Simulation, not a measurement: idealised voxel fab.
Proc. module: voxel released beams
Section cut is 300 nm wide and gridded with 5 nm square cells.
Bands, listed from the top down, are how a cross-section gets written in this document; the cross-section itself is a grid of square cells, and a band is one or more rows of them.
Top, bottom (nm), then materials left to right with widths (nm); lone material tagged "edge to edge" fills the whole band edge to edge; "blank" = empty space.
Note: height 0 marks the level under which the wafer is uniformly one material as received. Lowest band unbounded below, written "0 and below".
When a width is written as two numbers, as in "30->40", the first number is the width in the top row of cells of the band and the second is the width in its bottom row, and the width changes by the same amount from each row to the next.
"remained the same" (step): cross-section cells unchanged, all of them.
If an empty space has no open way to the top and is at least 8 cells in size, "Sealed cavities" lists it, written width x height at distance, where distance is measured from the left edge and every value is in nm.
Formally, on a step line, whatever follows the settings is a remark that the simulator itself makes on the step.
A step's line can hold "overlay nm"; with a mask on that step, the setting says how far right of the planned place the mask lay, while a negative setting says it lay to the left.
Planned step list for the process:
1) RECEIVE (material Si)
2) CONFORMAL_DEP (material Al2O3; thk nm 10)
3) DIRECTIONAL_DEP (material SiO2; thk nm 15)
4) MASKED_ETCH (tone open; mask id ANCHOR; width nm 35; etch materials SiO2; depth nm 15; overlay nm 0)
5) CONFORMAL_DEP (material W; thk nm 10)
6) PATTERN (tone cover; mask id BEAM; material resist; width nm 100; thk nm 20; overlay nm 0)
7) DIRECTIONAL_ETCH (etch materials W; depth nm 10)
8) STRIP (etch materials resist)
9) STRIP (etch materials SiO2)
Cross-section of the wafer as it came to us, i.e., already through step 1:
> 0 and below | Si edge to edge
> Sealed cavities: none
Cross-section, end of module. Start: as above. Plan: as above. Execution: one mistake:
> 35 down to 25 | blank=95  W=100  blank=105
> 25 down to 15 | Al2O3 edge to edge
> 15 down to 0 | SiO2 edge to edge
> 0 and below | Si edge to edge
> Sealed cavities: none
Here's what went sideways: steps 2 and 3: order swapped relative to plan
